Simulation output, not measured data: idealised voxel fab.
A process module follows: voxel double patterning.
Section cut is 265 nm wide and gridded with 5 nm square cells.
Cross-section spec: square-cell grid; bands listed top down; each band is one or more rows.
Quick guide to a band line: top height, bottom height (nm) up front; then every material left to right with its width in nm. Only one material and it's marked "edge to edge"? Then it fills the band edge to edge. And "blank" just means empty space.
The level at which height equals 0 is the one under which the wafer, as it arrives, is entirely one material. No lower edge exists for the bottom band, which continues downward and is notated as in "from 0 down".
With a width like "30..40", each row of cells in the band differs from the next by the same amount, the top row carrying the first number and the bottom row the second.
"all unchanged" after a step means that no cell of the cross-section changed.
Reported under the label "Completely sealed voids" are the empty spaces having no open way to the top and comprising 8 cells or more; the notation for each is width x height at distance, in which the distance is measured from the left edge and all three values are in nm.
Note: text after step settings on the step line = simulator remark on that step.
The line of a step may include "overlay nm". On a step with a mask, this value is how far to the right of its planned place the mask lay. A negative value means the mask lay to the left.
SO HERE'S THE LINEUP OF PROCESS STEPS WE PLANNED
1,op RECEIVE | material Si
2,op CONFORMAL_DEP | material SiO2 | thk nm 10
3,op DIRECTIONAL_DEP | material W | thk nm 15
4,op DIRECTIONAL_DEP | material SiCN | thk nm 10
5,op MASKED_ETCH | tone open | mask id FIRST | width nm 15 | pitch nm 50 | etch materials SiCN | depth nm 10 | overlay nm 0
6,op PATTERN | tone open | mask id SECOND | material resist | width nm 15 | thk nm 15 | overlay nm -15
7,op DIRECTIONAL_ETCH | etch materials SiCN | depth nm 10
8,op STRIP | etch materials resist
9,op DIRECTIONAL_ETCH | etch materials W | depth nm 15
10,op STRIP | etch materials SiCN
It is noted that the wafers described herein are identical at the outset and are distinguished by the overlay nm of step 6; the value stated in the plan corresponds to the first wafer.
THE FIRST OF SEVERAL WAFERS IN CROSS-SECTION, EXACTLY AS IT REACHED US AFTER STEP 1
> from 0 down  Si edge to edge
> Completely sealed voids: none
CROSS-SECTION OF THE FIRST OF SEVERAL WAFERS, TAKEN AFTER STEP 10, WHERE THE MODULE ENDS
> from 25 to 10  W: 100; blank: 25; W: 25; blank: 15; W: 100
> from 10 to 0  SiO2 edge to edge
> from 0 down  Si edge to edge
> Completely sealed voids: none
HERE'S THE LAST WAFER CROSS-SECTIONED AT THE END OF THE MODULE
> from 25 to 10  W: 100; blank: 15; W: 25; blank: 25; W: 100
> from 10 to 0  SiO2 edge to edge
> from 0 down  Si edge to edge
> Completely sealed voids: none
HERE IS HOW TO READ THE ROWS: EVERY WAFER HAS A ROW, AND IT SHOWS THE WAFER AT THE END OF THE MODULE, GIVING FOR EACH MATERIAL HOW MANY CELLS WERE GAINED (+) OR LOST (-) SINCE THE WAFER WAS RECEIVED, THEN LISTING ITS CLOSED VOIDS
overlay nm -15; +106 SiO2; +135 W; Completely sealed voids: none
overlay nm -10; +106 SiO2; +132 W; Completely sealed voids: none
overlay nm -5; +106 SiO2; +132 W; Completely sealed voids: none
overlay nm 0; +106 SiO2; +132 W; Completely sealed voids: none
overlay nm 5; +106 SiO2; +132 W; Completely sealed voids: none
overlay nm 10; +106 SiO2; +132 W; Completely sealed voids: none
overlay nm 15; +106 SiO2; +135 W; Completely sealed voids: none
